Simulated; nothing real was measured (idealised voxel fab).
Process module under the name voxel local oxidation
The cross-section on display is named cut; it measures 280 nm wide, and its cells are 5 nm squares.
If you're reading a cross-section in this doc, picture square cells in a grid; it comes to you as bands, top ones listed first down to the bottom, and a band can be one or more rows of cells. The band entry comprises the height of the band's top followed by the height of its bottom, expressed in nm, and subsequently the band's materials from left to right, each stated together with its width in nm. Where a single material is marked with the word "edge to edge", that material fills the band from edge to edge. The word "empty" represents empty space. All heights in this document are referenced to 0, defined as the level beneath which the wafer, as received, consists entirely of one material. The lowest band is not bounded below; it extends indefinitely downward and is written in the form "z 0 and below". It should be noted that a width expressed as "30->40" varies in equal increments from row to row of cells within the band, taking the value of the first number at the top row and that of the second number at the bottom row. Basically "stayed the same" means that step didn't change any cell in the cross-section. The entry titled "Closed void listing" provides the empty spaces that have no open way to the top, restricted to those of 8 cells or more. Each is presented as width x height at distance, the distance being measured from the left edge, with all three in nm. Note: text after step settings on the step line = simulator remark on that step. overlay nm: mask offset rightward from planned place, masked step; negative means leftward offset.

-- The steps planned for the process are as follows
1. RECEIVE: material Si
2. CONFORMAL_DEP: material SiO2, thk nm 5
3. CONFORMAL_DEP: material SiN, thk nm 15
4. DIRECTIONAL_DEP: material aC, thk nm 15
5. PATTERN: tone cover, mask id ACTIVE, material resist, width nm 125, thk nm 30, overlay nm 0
6. DIRECTIONAL_ETCH: etch materials aC, depth nm 15
7. STRIP: etch materials resist
8. DIRECTIONAL_ETCH: etch materials SiN, depth nm 15
9. STRIP: etch materials aC
10. SELECTIVE_ETCH: etch materials SiO2, depth nm 5
11. OXIDIZE: depth nm 15
12. STRIP: etch materials SiN

-- First out of two wafers; run went to plan

-- Cross-section: wafer on arrival = after step 1
  z 0 and below | Si edge to edge
  Closed void listing: none

-- State of the wafer after step 2, shown in cross-section
  z 5 to 0 | SiO2 edge to edge
  No changes below 0.

-- State of the wafer after step 3, shown in cross-section
  z 20 to 5 | SiN edge to edge
  No changes below 5.

-- State of the wafer after step 4, shown in cross-section
  z 35 to 20 | aC edge to edge
  No changes below 20.

-- State of the wafer after step 5, shown in cross-section
  z 65 to 35 | empty 75 nm, then resist 125 nm, then empty 80 nm
  No changes below 35.

-- State of the wafer after step 6, shown in cross-section
  z 50 to 35 | empty 75 nm, then resist 125 nm, then empty 80 nm
  z 35 to 20 | empty 75 nm, then aC 125 nm, then empty 80 nm
  No changes below 20.

-- State of the wafer after step 7, shown in cross-section
  z 35 to 20 | empty 75 nm, then aC 125 nm, then empty 80 nm
  No changes below 20.

-- State of the wafer after step 8, shown in cross-section
  z 35 to 20 | empty 75 nm, then aC 125 nm, then empty 80 nm
  z 20 to 5 | empty 75 nm, then SiN 125 nm, then empty 80 nm
  No changes below 5.

-- State of the wafer after step 9, shown in cross-section
  z 20 to 5 | empty 75 nm, then SiN 125 nm, then empty 80 nm
  No changes below 5.

-- State of the wafer after step 10, shown in cross-section
  z 20 to 5 | empty 75 nm, then SiN 125 nm, then empty 80 nm
  z 5 to 0 | empty 80 nm, then SiO2 115 nm, then empty 85 nm
  No changes below 0.

-- State of the wafer after step 11, shown in cross-section
  z 20 to 5 | empty 75 nm, then SiN 125 nm, then empty 80 nm
  z 5 to 0 | empty 80 nm, then SiO2 115 nm, then empty 85 nm
  z 0 to -15 | SiO2 95 nm, then Si 85 nm, then SiO2 100 nm
  No changes below -15.

-- State of the wafer after step 12, shown in cross-section
  z 5 to 0 | empty 80 nm, then SiO2 115 nm, then empty 85 nm
  No changes below 0.

-- For the second wafer, take the first wafer's start and plan, then add one mistake made in running it; everything through step 3, that step included, is shared with the first

-- Here is the second wafer in cross-section at the point where step 4 of the plan should have been done
  z 35 to 20 | SiO2 edge to edge
  No changes below 20.

-- Here is the second wafer in cross-section at the point where step 5 of the plan should have been done
  z 65 to 35 | empty 75 nm, then resist 125 nm, then empty 80 nm
  No changes below 35.

-- Here is the second wafer in cross-section at the point where step 6 of the plan should have been done
  z 50 to 35 | empty 75 nm, then resist 125 nm, then empty 80 nm
  No changes below 35.

-- Here is the second wafer in cross-section at the point where step 7 of the plan should have been done
  z 35 to 20 | SiO2 edge to edge
  No changes below 20.

Here is the second wafer in cross-section at the point where step 8 of the plan should have been done: stayed the same

Here is the second wafer in cross-section at the point where step 9 of the plan should have been done: stayed the same

-- Here is the second wafer in cross-section at the point where step 10 of the plan should have been done
  z 30 to 20 | SiO2 edge to edge
  No changes below 20.

Here is the second wafer in cross-section at the point where step 11 of the plan should have been done: stayed the same

Here is the second wafer in cross-section at the point where step 12 of the plan should have been done: stayed the same
Deviation noted in wafer processing: step 4 went in with a setting other than planned; the actual run was DIRECTIONAL_DEP: material SiO2, thk nm 15
at the end the second wafer has, in cells: +117 Si; +168 SiN; +28 SiO2
